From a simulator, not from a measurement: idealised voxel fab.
process module | voxel gate over fins
cross-section cut | 250 nm wide | cells 5 nm
A cross-section is a grid of square cells, given in bands from the top down. A band is one or more rows of cells.
Each band's line starts with the height of the band's top and of its bottom, in nm. Then come its materials from left to right, each with its width in nm. One material with "throughout" fills the band from edge to edge. "air" is empty space.
Height 0 is the level under which the wafer as received is all one material. The lowest band goes on downwards, as in "0 down".
A width such as "30 to 40" changes by the same amount from each row of cells to the next, from the band's top row to its bottom row.
"no change" after a step means that no cell of the cross-section changed.
closed voids: empty space of 8 cells or more with no open way to the top, each as width x height at its distance from the left edge, in nm
after a step's settings: what the simulator itself notes on the step
overlay nm, on a step with a mask: how far to the right of its planned place the mask lay; to the left if negative
plan
1 op RECEIVE | material Si
2 op CONFORMAL_DEP | material SiN | thk nm 10
3 op PATTERN | tone cover | mask id FINS | material resist | width nm 15 | pitch nm 60 | thk nm 20 | overlay nm 0
4 op DIRECTIONAL_ETCH | etch materials SiN | depth nm 10
5 op DIRECTIONAL_ETCH | etch materials Si | depth nm 40
6 op STRIP | etch materials resist
7 op OXIDIZE | depth nm 5
8 op FILL_DEP | material SiO2 | thk nm 5
9 op CMP | height nm 10
10 op MASKED_ETCH | tone open | mask id RAIL | width nm 15 | etch materials SiO2 | depth nm 45 | overlay nm -15
11 op CONFORMAL_DEP | material TiN | thk nm 5
12 op FILL_DEP | material Ru | thk nm 10
13 op CMP | height nm 10
14 op SELECTIVE_ETCH | etch materials W Ru TiN | depth nm 25
15 op FILL_DEP | material SiO2 | thk nm 5
16 op CMP | height nm 10
17 op SELECTIVE_ETCH | etch materials SiO2 | depth nm 20
18 op STRIP | etch materials SiN
19 op CONFORMAL_DEP | material HfO2 | thk nm 5
20 op CONFORMAL_DEP | material TiN | thk nm 5
21 op CONFORMAL_DEP | material TiAl | thk nm 5
22 op CONFORMAL_DEP | material TiN | thk nm 5
23 op FILL_DEP | material W | thk nm 10
24 op CMP | height nm 25
25 op CONFORMAL_DEP | material SiCN | thk nm 10
varied across the wafers: overlay nm of step 10. The plan shows the first wafer's value. All wafers start alike
first wafer as received, after step 1
  0 down: Si throughout
  closed voids: none
first wafer at the end, after step 25
  35 to 25: SiCN throughout
  25 to 20: W throughout
  20 to 15: W 10 | TiN 45 | W 15 | TiN 45 | W 15 | TiN 45 | W 15 | TiN 45 | W 15
  15 to 10: W 10 | TiN 5 | TiAl 35 | TiN 5 | W 15 | TiN 5 | TiAl 35 | TiN 5 | W 15 | TiN 5 | TiAl 35 | TiN 5 | W 15 | TiN 5 | TiAl 35 | TiN 5 | W 15
  10 to 5: TiN 15 | TiAl 5 | TiN 25 | TiAl 5 | TiN 25 | TiAl 5 | TiN 25 | TiAl 5 | TiN 25 | TiAl 5 | TiN 25 | TiAl 5 | TiN 25 | TiAl 5 | TiN 25 | TiAl 5 | TiN 20
  5 to 0: TiAl 20 | TiN 5 | HfO2 15 | TiN 5 | TiAl 35 | TiN 5 | HfO2 15 | TiN 5 | TiAl 35 | TiN 5 | HfO2 15 | TiN 5 | TiAl 35 | TiN 5 | HfO2 15 | TiN 5 | TiAl 25
  0 to -5: TiN 25 | HfO2 5 | Si 5 | HfO2 5 | TiN 45 | HfO2 5 | Si 5 | HfO2 5 | TiN 45 | HfO2 5 | Si 5 | HfO2 5 | TiN 45 | HfO2 5 | Si 5 | HfO2 5 | TiN 30
  -5 to -10: HfO2 30 | Si 5 | HfO2 55 | Si 5 | HfO2 55 | Si 5 | HfO2 55 | Si 5 | HfO2 35
  -10 to -15: SiO2 30 | Si 5 | SiO2 55 | Si 5 | SiO2 55 | Si 5 | SiO2 55 | Si 5 | SiO2 35
  -15 to -30: SiO2 30 | Si 5 | SiO2 5 | TiN 5 | Ru 5 | TiN 5 | SiO2 35 | Si 5 | SiO2 55 | Si 5 | SiO2 55 | Si 5 | SiO2 35
  -30 to -35: SiO2 30 | Si 5 | SiO2 5 | TiN 15 | SiO2 35 | Si 5 | SiO2 55 | Si 5 | SiO2 55 | Si 5 | SiO2 35
  -35 to -45: SiO2 30 | Si 5 | SiO2 55 | Si 5 | SiO2 55 | Si 5 | SiO2 55 | Si 5 | SiO2 35
  -45 down: Si throughout
  closed voids: none
last wafer at the end
  35 to 25: SiCN throughout
  25 to 20: W throughout
  20 to 15: W 10 | TiN 45 | W 15 | TiN 45 | W 15 | TiN 45 | W 15 | TiN 45 | W 15
  15 to 10: W 10 | TiN 5 | TiAl 35 | TiN 5 | W 15 | TiN 5 | TiAl 35 | TiN 5 | W 15 | TiN 5 | TiAl 35 | TiN 5 | W 15 | TiN 5 | TiAl 35 | TiN 5 | W 15
  10 to 5: TiN 15 | TiAl 5 | TiN 25 | TiAl 5 | TiN 25 | TiAl 5 | TiN 25 | TiAl 5 | TiN 25 | TiAl 5 | TiN 25 | TiAl 5 | TiN 25 | TiAl 5 | TiN 25 | TiAl 5 | TiN 20
  5 to 0: TiAl 20 | TiN 5 | HfO2 15 | TiN 5 | TiAl 35 | TiN 5 | HfO2 15 | TiN 5 | TiAl 35 | TiN 5 | HfO2 15 | TiN 5 | TiAl 35 | TiN 5 | HfO2 15 | TiN 5 | TiAl 25
  0 to -5: TiN 25 | HfO2 5 | Si 5 | HfO2 5 | TiN 45 | HfO2 5 | Si 5 | HfO2 5 | TiN 45 | HfO2 5 | Si 5 | HfO2 5 | TiN 45 | HfO2 5 | Si 5 | HfO2 5 | TiN 30
  -5 to -10: HfO2 30 | Si 5 | HfO2 55 | Si 5 | HfO2 55 | Si 5 | HfO2 55 | Si 5 | HfO2 35
  -10 to -15: SiO2 30 | Si 5 | SiO2 55 | Si 5 | SiO2 55 | Si 5 | SiO2 55 | Si 5 | SiO2 35
  -15 to -30: SiO2 30 | Si 5 | SiO2 35 | TiN 5 | Ru 5 | TiN 5 | SiO2 5 | Si 5 | SiO2 55 | Si 5 | SiO2 55 | Si 5 | SiO2 35
  -30 to -35: SiO2 30 | Si 5 | SiO2 35 | TiN 15 | SiO2 5 | Si 5 | SiO2 55 | Si 5 | SiO2 55 | Si 5 | SiO2 35
  -35 to -45: SiO2 30 | Si 5 | SiO2 55 | Si 5 | SiO2 55 | Si 5 | SiO2 55 | Si 5 | SiO2 35
  -45 down: Si throughout
  closed voids: none
each wafer at the end: cells of each material gained (+) or lost (-) since it was received, then its closed voids
overlay nm -15 | +66 HfO2 | +3 Ru | -414 Si | +100 SiCN | +310 SiO2 | +66 TiAl | +141 TiN | +78 W | closed voids: none
overlay nm -10 | +66 HfO2 | +3 Ru | -414 Si | +100 SiCN | +310 SiO2 | +66 TiAl | +141 TiN | +78 W | closed voids: none
overlay nm -5 | +66 HfO2 | +3 Ru | -414 Si | +100 SiCN | +310 SiO2 | +66 TiAl | +141 TiN | +78 W | closed voids: none
overlay nm 0 | +66 HfO2 | +3 Ru | -414 Si | +100 SiCN | +310 SiO2 | +66 TiAl | +141 TiN | +78 W | closed voids: none
overlay nm 5 | +66 HfO2 | +3 Ru | -414 Si | +100 SiCN | +310 SiO2 | +66 TiAl | +141 TiN | +78 W | closed voids: none
overlay nm 10 | +66 HfO2 | +3 Ru | -414 Si | +100 SiCN | +310 SiO2 | +66 TiAl | +141 TiN | +78 W | closed voids: none
overlay nm 15 | +66 HfO2 | +3 Ru | -414 Si | +100 SiCN | +310 SiO2 | +66 TiAl | +141 TiN | +78 W | closed voids: none
